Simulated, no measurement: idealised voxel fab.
The document below concerns the process module designated voxel local oxidation.
Section shown: cut. Width: 175 nm. Cell size: 5 nm, square.
This document writes a cross-section as a grid whose cells are square, and gives it as bands, listed from the top down; one or more rows of cells form a band.
The band entry comprises the height of the band's top followed by the height of its bottom, expressed in nm, and subsequently the band's materials from left to right, each stated together with its width in nm. Where a single material is marked with the word "throughout", that material fills the band from edge to edge. The word "blank" represents empty space.
Zero point of the height axis is 0; under it, received wafer = one material. Lowest band: continues down indefinitely, "0..down".
Width: "30..40" (first number = top row, second number = bottom row, same change from row to row of cells).
When a step is marked "nothing different", none of the cells in the cross-section changed during that step.
The entry "Enclosed void inventory" lists the empty spaces that cover at least 8 cells and have no open path to the top. Each is written as width x height at distance, where the distance is measured from the left edge and all three values are in nm.
Text after the settings on a step's line: the simulator's own remark on that step.
On any step carrying a mask, the "overlay nm" setting, if present on the step's line, tells how far right of its planned place the mask lay; negative values point to the left.
Below is the list of planned process steps
1) op RECEIVE | material Si
2) op OXIDIZE | depth nm 5
3) op CONFORMAL_DEP | material SiN | thk nm 10
4) op PATTERN | tone cover | mask id ACTIVE | material resist | width nm 130 | thk nm 15 | overlay nm 0
5) op DIRECTIONAL_ETCH | etch materials SiN | depth nm 10
6) op STRIP | etch materials resist
7) op SELECTIVE_ETCH | etch materials SiO2 | depth nm 5
8) op OXIDIZE | depth nm 10
9) op STRIP | etch materials SiN
This is the cross-section of the wafer as we received it, i.e. after step 1
    0..down = Si throughout
    Enclosed void inventory: none
Cross-section: first of two wafers, module finished, run according to plan
    0..-5 = 25 of blank  120 of SiO2  30 of blank
    -5..-15 = 35 of SiO2  100 of Si  40 of SiO2
    -15..down = Si throughout
    Enclosed void inventory: none
End of module, second wafer, cross-section. Started like the first, planned like the first, run with one mistake
    10..0 = 20 of blank  130 of SiN  25 of blank
    0..-5 = 25 of blank  120 of SiO2  30 of blank
    -5..-15 = 35 of SiO2  100 of Si  40 of SiO2
    -15..down = Si throughout
    Enclosed void inventory: none
Misprocessing identified: step 9 of the plan was jumped over and never run
Final wafer comparison in cells, second versus first, more or fewer per material: 52 more of SiN
